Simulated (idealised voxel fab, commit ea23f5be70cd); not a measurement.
process module | voxel wiring stack
cross-section cut | 235 nm wide | cells 5 nm
A cross-section is a grid of square cells, given in bands from the top down. A band is one or more rows of cells.
Each band's line starts with the height of the band's top and of its bottom, in nm. Then come its materials from left to right, each with its width in nm. One material with "throughout" fills the band from edge to edge. "air" is empty space.
Height 0 is the level under which the wafer as received is all one material. The lowest band goes on downwards, as in "0 down".
A width such as "30 to 40" changes by the same amount from each row of cells to the next, from the band's top row to its bottom row.
"no change" after a step means that no cell of the cross-section changed.
closed voids: empty space of 8 cells or more with no open way to the top, each as width x height at its distance from the left edge, in nm
after a step's settings: what the simulator itself notes on the step
overlay nm, on a step with a mask: how far to the right of its planned place the mask lay; to the left if negative
plan
1 op RECEIVE | material Si
2 op CONFORMAL_DEP | material SiO2 | thk nm 15
3 op DIRECTIONAL_DEP | material TiN | thk nm 5
4 op DIRECTIONAL_DEP | material W | thk nm 25
5 op DIRECTIONAL_DEP | material aC | thk nm 15
6 op PATTERN | tone cover | mask id METAL_1 | material resist | width nm 25 | pitch nm 45 | thk nm 35 | overlay nm 0
7 op DIRECTIONAL_ETCH | etch materials aC | depth nm 15
8 op STRIP | etch materials resist
9 op DIRECTIONAL_ETCH | etch materials W | depth nm 25
10 op DIRECTIONAL_ETCH | etch materials TiN | depth nm 5
11 op STRIP | etch materials aC
12 op CONFORMAL_DEP | material SiCN | thk nm 5
13 op FILL_DEP | material lowk | thk nm 10
14 op CMP | height nm 45
15 op CONFORMAL_DEP | material SiCN | thk nm 5
16 op DIRECTIONAL_DEP | material SiO2 | thk nm 30
17 op DIRECTIONAL_DEP | material aC | thk nm 15
18 op PATTERN | tone open | mask id METAL_2 | material resist | width nm 25 | pitch nm 45 | thk nm 35 | overlay nm 0
19 op DIRECTIONAL_ETCH | etch materials aC | depth nm 15
20 op STRIP | etch materials resist
21 op DIRECTIONAL_ETCH | etch materials SiO2 | depth nm 15
22 op STRIP | etch materials aC
23 op MASKED_ETCH | tone open | mask id METAL_2_HOLES | width nm 15 | pitch nm 45 | etch materials SiO2 | depth nm 15 | overlay nm -15
24 op MASKED_ETCH | tone open | mask id METAL_2_HOLES | width nm 15 | pitch nm 45 | etch materials SiCN | depth nm 5 | overlay nm 0
25 op CONFORMAL_DEP | material TiN | thk nm 5
26 op FILL_DEP | material Cu | thk nm 10
27 op CMP | height nm 80
28 op CONFORMAL_DEP | material SiCN | thk nm 5
29 op DIRECTIONAL_DEP | material SiO2 | thk nm 25
30 op PATTERN | tone open | mask id METAL_3 | material resist | width nm 25 | pitch nm 45 | thk nm 15 | overlay nm 0
31 op DIRECTIONAL_ETCH | etch materials SiO2 | depth nm 15
32 op STRIP | etch materials resist
33 op MASKED_ETCH | tone open | mask id METAL_3_HOLES | width nm 15 | pitch nm 90 | etch materials SiO2 | depth nm 10 | overlay nm 0
34 op MASKED_ETCH | tone open | mask id METAL_3_HOLES | width nm 15 | pitch nm 90 | etch materials SiCN | depth nm 5 | overlay nm 0
35 op CONFORMAL_DEP | material TiN | thk nm 5
36 op FILL_DEP | material Cu | thk nm 10
37 op CMP | height nm 110
38 op CONFORMAL_DEP | material SiCN | thk nm 5
varied across the wafers: overlay nm of step 23. The plan shows the first wafer's value. All wafers start alike
first wafer as received, after step 1
  0 down: Si throughout
  closed voids: none
first wafer at the end, after step 38
  115 to 110: SiCN throughout
  110 to 100: SiO2 60 | TiN 5 | Cu 15 | TiN 5 | SiO2 20 | TiN 5 | Cu 15 | TiN 5 | SiO2 20 | TiN 5 | Cu 15 | TiN 5 | SiO2 60
  100 to 95: SiO2 60 | TiN 5 | Cu 5 | TiN 15 | SiO2 20 | TiN 25 | SiO2 20 | TiN 5 | Cu 5 | TiN 15 | SiO2 60
  95 to 85: SiO2 60 | TiN 5 | Cu 5 | TiN 5 | SiO2 75 | TiN 5 | Cu 5 | TiN 5 | SiO2 70
  85 to 80: SiCN 60 | TiN 15 | SiCN 75 | TiN 15 | SiCN 70
  80 to 70: SiO2 45 | TiN 5 | Cu 30 | TiN 5 | SiO2 5 | TiN 5 | Cu 30 | TiN 5 | SiO2 5 | TiN 5 | Cu 30 | TiN 5 | SiO2 60
  70 to 65: SiO2 45 | TiN 40 | SiO2 5 | TiN 40 | SiO2 5 | TiN 40 | SiO2 60
  65 to 50: SiO2 throughout
  50 to 45: SiCN throughout
  45 to 20: lowk 55 | SiCN 5 | W 25 | SiCN 5 | lowk 10 | SiCN 5 | W 25 | SiCN 5 | lowk 10 | SiCN 5 | W 25 | SiCN 5 | lowk 55
  20 to 15: SiCN 60 | TiN 25 | SiCN 20 | TiN 25 | SiCN 20 | TiN 25 | SiCN 60
  15 to 0: SiO2 throughout
  0 down: Si throughout
  closed voids: none
last wafer at the end
  115 to 110: SiCN throughout
  110 to 100: SiO2 60 | TiN 5 | Cu 15 | TiN 5 | SiO2 20 | TiN 5 | Cu 15 | TiN 5 | SiO2 20 | TiN 5 | Cu 15 | TiN 5 | SiO2 60
  100 to 95: SiO2 60 | TiN 5 | Cu 5 | TiN 15 | SiO2 20 | TiN 25 | SiO2 20 | TiN 5 | Cu 5 | TiN 15 | SiO2 60
  95 to 85: SiO2 60 | TiN 5 | Cu 5 | TiN 5 | SiO2 75 | TiN 5 | Cu 5 | TiN 5 | SiO2 70
  85 to 80: SiCN 60 | TiN 15 | SiCN 75 | TiN 15 | SiCN 70
  80 to 70: SiO2 60 | TiN 5 | Cu 20 | TiN 5 | SiO2 15 | TiN 5 | Cu 20 | TiN 5 | SiO2 15 | TiN 5 | Cu 20 | TiN 5 | SiO2 55
  70 to 65: SiO2 60 | TiN 30 | SiO2 15 | TiN 30 | SiO2 15 | TiN 30 | SiO2 55
  65 to 50: SiO2 75 | TiN 10 | SiO2 35 | TiN 10 | SiO2 35 | TiN 10 | SiO2 60
  50 to 45: SiCN throughout
  45 to 20: lowk 55 | SiCN 5 | W 25 | SiCN 5 | lowk 10 | SiCN 5 | W 25 | SiCN 5 | lowk 10 | SiCN 5 | W 25 | SiCN 5 | lowk 55
  20 to 15: SiCN 60 | TiN 25 | SiCN 20 | TiN 25 | SiCN 20 | TiN 25 | SiCN 60
  15 to 0: SiO2 throughout
  0 down: Si throughout
  closed voids: none
each wafer at the end: cells of each material gained (+) or lost (-) since it was received, then its closed voids
overlay nm -15 | +60 Cu | +197 SiCN | +529 SiO2 | +90 TiN | +75 W | +130 lowk | closed voids: none
overlay nm -10 | +54 Cu | +194 SiCN | +529 SiO2 | +99 TiN | +75 W | +130 lowk | closed voids: none
overlay nm -5 | +48 Cu | +191 SiCN | +529 SiO2 | +108 TiN | +75 W | +130 lowk | closed voids: none
overlay nm 0 | +54 Cu | +188 SiCN | +529 SiO2 | +105 TiN | +75 W | +130 lowk | closed voids: none
overlay nm 5 | +51 Cu | +191 SiCN | +529 SiO2 | +105 TiN | +75 W | +130 lowk | closed voids: none
overlay nm 10 | +51 Cu | +194 SiCN | +529 SiO2 | +102 TiN | +75 W | +130 lowk | closed voids: none
overlay nm 15 | +48 Cu | +197 SiCN | +529 SiO2 | +102 TiN | +75 W | +130 lowk | closed voids: none
